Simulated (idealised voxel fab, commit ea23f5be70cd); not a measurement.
The document below concerns the process module designated voxel transistor to metal.
Cross-section cut: width 205 nm, square cells of 5 nm.
We lay out every cross-section as a grid of square cells and spell it out in bands from the top down, where one band means one or more rows of cells.
Look at the band entry: it leads with the top's height and the bottom's height in nm. Then it lists the materials left to right, with a width in nm for each. The word "full width" on a single material says that material fills the band edge to edge. The word "empty" is empty space.
Note: height 0 marks the level under which the wafer is uniformly one material as received. Lowest band unbounded below, written "0..down".
A width given as "30 to 40" starts at the first number in the band's top row and ends at the second number in its bottom row, shifting by an equal amount at every step from row to row.
The designation "everything unchanged", where it is given for a processing step, indicates that no cell of the cross-section was altered in the course of that step.
If an empty space has no open way to the top and is at least 8 cells in size, "closed voids" lists it, written width x height at distance, where distance is measured from the left edge and every value is in nm.
Where a step's line continues beyond its settings, the continuation is a remark by the simulator itself on that step.
If you see "overlay nm" on a step's line and that step has a mask, it's telling you how far right of where it was planned the mask ended up; a negative number means it went left instead.

HERE'S WHAT THE PLANNED PROCESS STEPS LOOK LIKE
1,RECEIVE with material Si
2,CONFORMAL_DEP with material SiO2, thk nm 5
3,CONFORMAL_DEP with material SiN, thk nm 15
4,MASKED_ETCH with tone cover, mask id ACTIVE, width nm 115, etch materials SiN, depth nm 15, overlay nm 0
5,MASKED_ETCH with tone cover, mask id ACTIVE, width nm 115, etch materials SiO2, depth nm 5, overlay nm 0
6,MASKED_ETCH with tone cover, mask id ACTIVE, width nm 115, etch materials Si, depth nm 30, overlay nm 0
7,OXIDIZE with depth nm 5
8,FILL_DEP with material SiO2, thk nm 15
9,CMP with height nm 20
10,SELECTIVE_ETCH with etch materials SiO2, depth nm 5
11,STRIP with etch materials SiN
12,SELECTIVE_ETCH with etch materials SiO2, depth nm 5
13,OXIDIZE with depth nm 5
14,DIRECTIONAL_DEP with material polySi, thk nm 30
15,DIRECTIONAL_DEP with material SiCN, thk nm 10
16,MASKED_ETCH with tone cover, mask id GATE, width nm 25, etch materials SiCN, depth nm 20, overlay nm 0
17,MASKED_ETCH with tone cover, mask id GATE, width nm 25, etch materials polySi, depth nm 40, overlay nm 0
18,CONFORMAL_DEP with material SiN, thk nm 10
19,DIRECTIONAL_ETCH with etch materials SiN, depth nm 10
20,DIRECTIONAL_ETCH with etch materials SiO2, depth nm 5
21,DIRECTIONAL_ETCH with etch materials Si, depth nm 5
22,EPI with material SiGe, thk nm 5
23,FILL_DEP with material SiO2, thk nm 5
24,CMP with height nm 40
25,DIRECTIONAL_DEP with material SiO2, thk nm 15
26,DIRECTIONAL_DEP with material aC, thk nm 10
27,PATTERN with tone open, mask id CONTACT, material resist, width nm 20, pitch nm 85, thk nm 30, overlay nm 0
28,DIRECTIONAL_ETCH with etch materials aC, depth nm 10
29,STRIP with etch materials resist
30,DIRECTIONAL_ETCH with etch materials SiO2, depth nm 60
31,STRIP with etch materials aC
32,CONFORMAL_DEP with material TiN, thk nm 5
33,FILL_DEP with material W, thk nm 5
34,CMP with height nm 55
35,DIRECTIONAL_DEP with material TiN, thk nm 5
36,DIRECTIONAL_DEP with material W, thk nm 25
37,MASKED_ETCH with tone cover, mask id METAL_1, width nm 20, pitch nm 85, etch materials W, depth nm 25, overlay nm 0
38,MASKED_ETCH with tone cover, mask id METAL_1, width nm 20, pitch nm 85, etch materials TiN, depth nm 5, overlay nm 0
39,FILL_DEP with material lowk, thk nm 10
40,CMP with height nm 85
41,CONFORMAL_DEP with material SiCN, thk nm 5
42,DIRECTIONAL_DEP with material SiO2, thk nm 25
43,DIRECTIONAL_DEP with material aC, thk nm 15
44,PATTERN with tone open, mask id METAL_2, material resist, width nm 20, pitch nm 85, thk nm 30, overlay nm 0
45,DIRECTIONAL_ETCH with etch materials aC, depth nm 15
46,STRIP with etch materials resist
47,DIRECTIONAL_ETCH with etch materials SiO2, depth nm 15
48,STRIP with etch materials aC
49,DIRECTIONAL_DEP with material aC, thk nm 15
50,PATTERN with tone open, mask id METAL_2_HOLES, material resist, width nm 15, pitch nm 85, thk nm 30, overlay nm 0
51,DIRECTIONAL_ETCH with etch materials aC, depth nm 15
52,STRIP with etch materials resist
53,DIRECTIONAL_ETCH with etch materials SiO2, depth nm 10
54,DIRECTIONAL_ETCH with etch materials SiCN, depth nm 5
55,STRIP with etch materials aC
56,CONFORMAL_DEP with material TiN, thk nm 5
57,FILL_DEP with material Ru, thk nm 10
58,CMP with height nm 115
59,CONFORMAL_DEP with material SiCN, thk nm 5

INCOMING WAFER, CROSS-SECTIONAL VIEW, POST STEP 1
* 0..down: Si full width
* closed voids: none

THE FIRST OF THE TWO WAFERS AS SEEN IN CROSS-SECTION ONCE THE MODULE WAS FINISHED; PROCESSING FOLLOWED THE PLAN
* 120..115: SiCN full width
* 115..105: SiO2 50 nm; TiN 5 nm; Ru 10 nm; TiN 5 nm; SiO2 65 nm; TiN 5 nm; Ru 10 nm; TiN 5 nm; SiO2 50 nm
* 105..100: SiO2 50 nm; TiN 5 nm; Ru 5 nm; TiN 10 nm; SiO2 65 nm; TiN 5 nm; Ru 5 nm; TiN 10 nm; SiO2 50 nm
* 100..90: SiO2 50 nm; TiN 5 nm; Ru 5 nm; TiN 5 nm; SiO2 70 nm; TiN 5 nm; Ru 5 nm; TiN 5 nm; SiO2 55 nm
* 90..85: SiCN 50 nm; TiN 15 nm; SiCN 70 nm; TiN 15 nm; SiCN 55 nm
* 85..60: lowk 50 nm; W 20 nm; lowk 65 nm; W 20 nm; lowk 50 nm
* 60..55: lowk 50 nm; TiN 20 nm; lowk 65 nm; TiN 20 nm; lowk 50 nm
* 55..40: SiO2 50 nm; TiN 5 nm; W 10 nm; TiN 5 nm; SiO2 65 nm; TiN 5 nm; W 10 nm; TiN 5 nm; SiO2 50 nm
* 40..30: SiO2 50 nm; TiN 5 nm; W 10 nm; TiN 5 nm; SiO2 10 nm; SiN 10 nm; SiCN 25 nm; SiN 10 nm; SiO2 10 nm; TiN 5 nm; W 10 nm; TiN 5 nm; SiO2 50 nm
* 30..10: SiO2 50 nm; TiN 5 nm; W 10 nm; TiN 5 nm; SiO2 10 nm; SiN 10 nm; polySi 25 nm; SiN 10 nm; SiO2 10 nm; TiN 5 nm; W 10 nm; TiN 5 nm; SiO2 50 nm
* 10..0: SiO2 40 nm; SiN 10 nm; TiN 5 nm; W 10 nm; TiN 5 nm; SiO2 10 nm; SiN 10 nm; polySi 25 nm; SiN 10 nm; SiO2 10 nm; TiN 5 nm; W 10 nm; TiN 5 nm; SiN 10 nm; SiO2 40 nm
* 0..-5: SiO2 50 nm; TiN 20 nm; SiO2 5 nm; SiGe 5 nm; SiO2 45 nm; SiGe 5 nm; SiO2 5 nm; TiN 20 nm; SiO2 50 nm
* -5..-10: SiO2 50 nm; SiGe 30 nm; Si 45 nm; SiGe 30 nm; SiO2 50 nm
* -10..-35: SiO2 50 nm; Si 105 nm; SiO2 50 nm
* -35..down: Si full width
* closed voids: none

CROSS-SECTION OF THE LATTER OF THE TWO WAFERS AT MODULE COMPLETION. IT HAD AN IDENTICAL START AND AN IDENTICAL PLAN TO THE FORMER; IN RUNNING IT, ONE MISTAKE WAS MADE
* 120..115: SiCN full width
* 115..105: SiO2 50 nm; TiN 5 nm; Ru 10 nm; TiN 5 nm; SiO2 65 nm; TiN 5 nm; Ru 10 nm; TiN 5 nm; SiO2 50 nm
* 105..100: SiO2 50 nm; TiN 5 nm; Ru 5 nm; TiN 10 nm; SiO2 65 nm; TiN 5 nm; Ru 5 nm; TiN 10 nm; SiO2 50 nm
* 100..90: SiO2 50 nm; TiN 5 nm; Ru 5 nm; TiN 5 nm; SiO2 70 nm; TiN 5 nm; Ru 5 nm; TiN 5 nm; SiO2 55 nm
* 90..85: SiCN 50 nm; TiN 15 nm; SiCN 70 nm; TiN 15 nm; SiCN 55 nm
* 85..60: lowk 50 nm; W 20 nm; lowk 65 nm; W 20 nm; lowk 50 nm
* 60..55: lowk 50 nm; TiN 20 nm; lowk 65 nm; TiN 20 nm; lowk 50 nm
* 55..40: SiO2 50 nm; TiN 5 nm; W 10 nm; TiN 5 nm; SiO2 65 nm; TiN 5 nm; W 10 nm; TiN 5 nm; SiO2 50 nm
* 40..30: SiO2 50 nm; TiN 5 nm; W 10 nm; TiN 5 nm; SiO2 10 nm; SiN 10 nm; SiCN 25 nm; SiN 10 nm; SiO2 10 nm; TiN 5 nm; W 10 nm; TiN 5 nm; SiO2 50 nm
* 30..10: SiO2 50 nm; TiN 5 nm; W 10 nm; TiN 5 nm; SiO2 10 nm; SiN 10 nm; polySi 25 nm; SiN 10 nm; SiO2 10 nm; TiN 5 nm; W 10 nm; TiN 5 nm; SiO2 50 nm
* 10..0: SiO2 40 nm; SiN 10 nm; TiN 5 nm; W 10 nm; TiN 5 nm; SiO2 10 nm; SiN 10 nm; polySi 25 nm; SiN 10 nm; SiO2 10 nm; TiN 5 nm; W 10 nm; TiN 5 nm; SiN 10 nm; SiO2 40 nm
* 0..-5: SiO2 40 nm; SiN 10 nm; TiN 20 nm; SiO2 5 nm; SiGe 5 nm; SiO2 45 nm; SiGe 5 nm; SiO2 5 nm; TiN 20 nm; SiN 10 nm; SiO2 40 nm
* -5..-10: SiO2 55 nm; SiGe 25 nm; Si 45 nm; SiGe 25 nm; SiO2 55 nm
* -10..-35: SiO2 50 nm; Si 105 nm; SiO2 50 nm
* -35..down: Si full width
* closed voids: none
Where did the run depart from the plan? plan step 2: skipped, not run
At the finish, the second wafer shows more or fewer cells for some materials than the first does: SiGe: 2 fewer | SiN: 4 more | SiO2: 2 fewer
